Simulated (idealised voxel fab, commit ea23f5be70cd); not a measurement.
process module | voxel capacitor over wiring
cross-section cut | 205 nm wide | cells 5 nm
A cross-section is a grid of square cells, given in bands from the top down. A band is one or more rows of cells.
Each band's line starts with the height of the band's top and of its bottom, in nm. Then come its materials from left to right, each with its width in nm. One material with "throughout" fills the band from edge to edge. "air" is empty space.
Height 0 is the level under which the wafer as received is all one material. The lowest band goes on downwards, as in "0 down".
A width such as "30 to 40" changes by the same amount from each row of cells to the next, from the band's top row to its bottom row.
"no change" after a step means that no cell of the cross-section changed.
closed voids: empty space of 8 cells or more with no open way to the top, each as width x height at its distance from the left edge, in nm
after a step's settings: what the simulator itself notes on the step
overlay nm, on a step with a mask: how far to the right of its planned place the mask lay; to the left if negative
plan
1 op RECEIVE | material Si
2 op CONFORMAL_DEP | material SiO2 | thk nm 10
3 op DIRECTIONAL_DEP | material TiN | thk nm 5
4 op DIRECTIONAL_DEP | material W | thk nm 15
5 op MASKED_ETCH | tone cover | mask id METAL_1 | width nm 15 | pitch nm 90 | etch materials W | depth nm 15 | overlay nm 0
6 op MASKED_ETCH | tone cover | mask id METAL_1 | width nm 25 | pitch nm 90 | etch materials TiN | depth nm 5 | overlay nm 0
7 op FILL_DEP | material lowk | thk nm 10
8 op CMP | height nm 30
9 op CONFORMAL_DEP | material SiCN | thk nm 5
10 op DIRECTIONAL_DEP | material SiO2 | thk nm 10
11 op DIRECTIONAL_DEP | material aC | thk nm 15
12 op PATTERN | tone open | mask id PLUG_1 | material resist | width nm 15 | thk nm 30 | overlay nm 0
13 op DIRECTIONAL_ETCH | etch materials aC | depth nm 15
14 op STRIP | etch materials resist
15 op DIRECTIONAL_ETCH | etch materials SiO2 | depth nm 10
16 op DIRECTIONAL_ETCH | etch materials SiCN | depth nm 5
17 op STRIP | etch materials aC
18 op EPI | material Ru | thk nm 10
19 op EPI | material Ru | thk nm 5
20 op DIRECTIONAL_DEP | material TiN | thk nm 10
21 op DIRECTIONAL_DEP | material SiN | thk nm 5
22 op DIRECTIONAL_DEP | material TiN | thk nm 5
23 op PATTERN | tone cover | mask id UPPER_PLATE | material resist | width nm 70 | thk nm 15 | overlay nm 0
24 op DIRECTIONAL_ETCH | etch materials TiN | depth nm 5
25 op DIRECTIONAL_ETCH | etch materials SiN | depth nm 5
26 op STRIP | etch materials resist
27 op PATTERN | tone cover | mask id LOWER_PLATE | material resist | width nm 80 | thk nm 15 | overlay nm 0
28 op DIRECTIONAL_ETCH | etch materials TiN | depth nm 10
29 op STRIP | etch materials resist
30 op FILL_DEP | material SiO2 | thk nm 15
31 op CMP | height nm 75
32 op MASKED_ETCH | tone open | mask id PLUG_2 | width nm 15 | etch materials SiO2 | depth nm 10 | overlay nm 0
33 op CONFORMAL_DEP | material TiN | thk nm 5
34 op FILL_DEP | material Cu | thk nm 5
35 op CMP | height nm 75
36 op CONFORMAL_DEP | material SiN | thk nm 5
varied across the wafers: width nm of step 5. The plan shows the first wafer's value. All wafers start alike
first wafer as received, after step 1
  0 down: Si throughout
  closed voids: none
first wafer at the end, after step 36
  80 to 75: SiN throughout
  75 to 70: SiO2 65 | TiN 5 | Cu 5 | TiN 5 | SiO2 125
  70 to 60: SiO2 65 to 55 | TiN 15 to 70 | SiO2 125 to 80
  60 to 55: SiO2 55 | SiN 70 | SiO2 80
  55 to 45: SiO2 50 | TiN 80 | SiO2 75
  45 to 35: SiO2 55 | Ru 15 | SiO2 135
  35 to 30: SiCN 55 | Ru 15 | SiCN 135
  30 to 15: lowk 50 | W 15 | lowk 75 | W 15 | lowk 50
  15 to 10: lowk 45 | TiN 25 | lowk 65 | TiN 25 | lowk 45
  10 to 0: SiO2 throughout
  0 down: Si throughout
  closed voids: none
last wafer at the end
  80 to 75: SiN throughout
  75 to 70: SiO2 65 | TiN 5 | Cu 5 | TiN 5 | SiO2 125
  70 to 60: SiO2 65 to 55 | TiN 15 to 70 | SiO2 125 to 80
  60 to 55: SiO2 55 | SiN 70 | SiO2 80
  55 to 45: SiO2 50 | TiN 80 | SiO2 75
  45 to 35: SiO2 55 | Ru 15 | SiO2 135
  35 to 30: SiCN 55 | Ru 15 | SiCN 135
  30 to 15: lowk 40 | W 40 | lowk 50 | W 40 | lowk 35
  15 to 10: lowk 40 | TiN 40 | lowk 50 | TiN 40 | lowk 35
  10 to 0: SiO2 throughout
  0 down: Si throughout
  closed voids: none
each wafer at the end: cells of each material gained (+) or lost (-) since it was received, then its closed voids
width nm 15 | +1 Cu | +9 Ru | +38 SiCN | +55 SiN | +338 SiO2 | +61 TiN | +18 W | +136 lowk | closed voids: none
width nm 20 | +1 Cu | +9 Ru | +38 SiCN | +55 SiN | +338 SiO2 | +61 TiN | +24 W | +130 lowk | closed voids: none
width nm 25 | +1 Cu | +9 Ru | +38 SiCN | +55 SiN | +338 SiO2 | +61 TiN | +30 W | +124 lowk | closed voids: none
width nm 30 | +1 Cu | +9 Ru | +38 SiCN | +55 SiN | +338 SiO2 | +63 TiN | +36 W | +116 lowk | closed voids: none
width nm 35 | +1 Cu | +9 Ru | +38 SiCN | +55 SiN | +338 SiO2 | +65 TiN | +42 W | +108 lowk | closed voids: none
width nm 40 | +1 Cu | +9 Ru | +38 SiCN | +55 SiN | +338 SiO2 | +67 TiN | +48 W | +100 lowk | closed voids: none
